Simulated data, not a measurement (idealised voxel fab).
Presented below is a process module, voxel spacer lines.
The cross-section shown here is cut; it is 270 nm wide and divided into square cells measuring 5 nm on a side.
A cross-section is written here as square cells arranged in a grid, and it is given in bands from the top down, each band taking up one or more rows of cells.
Top, bottom (nm), then materials left to right with widths (nm); lone material tagged "full width" fills the whole band edge to edge; "blank" = empty space.
Zero point of the height axis is 0; under it, received wafer = one material. Lowest band: continues down indefinitely, "from 0 down".
Think of "30 to 40" as a width that walks from the first number to the second as you go down the band, top row to bottom row, taking equal-sized steps from row to row.
Where a step carries "no modification", the cross-section came out of it unchanged, cell for cell.
"Fully sealed cavities": empty spaces of 8 cells or more with no open way to the top, each given as width x height at distance, distance from the left edge, all in nm.
It should be noted that, on the line of a given step, the content following the step's settings is a remark produced by the simulator itself with respect to that step.
Each step line may optionally specify "overlay nm", which for a step with a mask gives the rightward distance between the mask's planned place and where it lay, a negative value indicating the leftward direction.
INTENDED PROCESS STEPS
1. op RECEIVE | material Si
2. op CONFORMAL_DEP | material SiO2 | thk nm 10
3. op DIRECTIONAL_DEP | material W | thk nm 15
4. op DIRECTIONAL_DEP | material polySi | thk nm 30
5. op PATTERN | tone cover | mask id MANDREL | material resist | width nm 25 | pitch nm 80 | thk nm 40 | overlay nm -15
6. op DIRECTIONAL_ETCH | etch materials polySi | depth nm 30
7. op STRIP | etch materials resist
8. op CONFORMAL_DEP | material SiN | thk nm 15
9. op DIRECTIONAL_ETCH | etch materials SiN | depth nm 15
10. op STRIP | etch materials polySi
11. op DIRECTIONAL_ETCH | etch materials W | depth nm 15
12. op STRIP | etch materials SiN
13. op FILL_DEP | material SiO2 | thk nm 10
14. op CMP | height nm 25
The plan shows the overlay nm of step 5 as the first wafer had it; this setting differs between the wafers, which start out alike.
CROSS-SECTION OF THE FIRST OF SEVERAL WAFERS AS RECEIVED (AFTER STEP 1)
- from 0 down | Si full width
- Fully sealed cavities: none
GAINED (+) OR LOST (-) CELLS OF EACH MATERIAL SINCE RECEIPT, THEN CLOSED VOIDS: ONE ROW PER WAFER, AT THE END OF THE MODULE
overlay nm -15; +234 SiO2; +36 W; Fully sealed cavities: none
overlay nm -10; +234 SiO2; +36 W; Fully sealed cavities: none
overlay nm -5; +234 SiO2; +36 W; Fully sealed cavities: none
overlay nm 0; +234 SiO2; +36 W; Fully sealed cavities: none
overlay nm 5; +234 SiO2; +36 W; Fully sealed cavities: none
overlay nm 10; +234 SiO2; +36 W; Fully sealed cavities: none
overlay nm 15; +234 SiO2; +36 W; Fully sealed cavities: none
